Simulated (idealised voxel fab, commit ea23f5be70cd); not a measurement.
Documented hereafter: the process module known as voxel lift off.
The cross-section on display is named cut; it measures 155 nm wide, and its cells are 5 nm squares.
We lay out every cross-section as a grid of square cells and spell it out in bands from the top down, where one band means one or more rows of cells.
Each band's line starts with the height of the band's top and of its bottom, in nm. Then come its materials from left to right, each with its width in nm. One material with "all across" fills the band from edge to edge. "air" is empty space.
Beneath 0, the wafer as received is one material, and that level is where height counting begins. The lowest band goes on downward without a bottom; it is written like "top 0, no bottom".
You'd read "30->40" like this: the band's top row of cells is as wide as the first number, its bottom row is as wide as the second, and going down, every row changes width by the same amount as the row before did.
Take "changes: none" at face value: in the step it is given for, the cross-section changed in none of its cells.
"Enclosed void catalog": sealed empty spaces, 8 cells or more, no open way to top, listed width x height at distance, with distance from the left edge and width, height and distance in nm.
Text after the settings on a step's line: the simulator's own remark on that step.
overlay nm: mask offset rightward from planned place, masked step; negative means leftward offset.
# The following list gives the planned process steps
1 RECEIVE (material Si)
2 CONFORMAL_DEP (material Al2O3; thk nm 15)
3 PATTERN (tone open; mask id LINES; material resist; width nm 15; pitch nm 40; thk nm 25; overlay nm 0)
4 DIRECTIONAL_DEP (material Ru; thk nm 15)
5 STRIP (etch materials resist)
6 CONFORMAL_DEP (material SiO2; thk nm 5)
# Delivered wafer in cross-section: state after step 1
  top 0, no bottom  Si all across
  Enclosed void catalog: none
# This is how the wafer looks in cross-section once the module is done, given the starting state and plan above and one mistake in carrying the plan out
  top 35, bottom 30  air: 25, SiO2: 30, air: 10, SiO2: 30, air: 10, SiO2: 30, air: 20
  top 30, bottom 20  air: 25, SiO2: 5, Ru: 20, SiO2: 5, air: 10, SiO2: 5, Ru: 20, SiO2: 5, air: 10, SiO2: 5, Ru: 20, SiO2: 5, air: 20
  top 20, bottom 15  SiO2: 30, Ru: 20, SiO2: 20, Ru: 20, SiO2: 20, Ru: 20, SiO2: 25
  top 15, bottom 0  Al2O3 all across
  top 0, no bottom  Si all across
  Enclosed void catalog: none
Where did the run depart from the plan? planned and actual differ for step 3; actual: PATTERN (tone open; mask id LINES; material resist; width nm 20; pitch nm 40; thk nm 25; overlay nm 0)
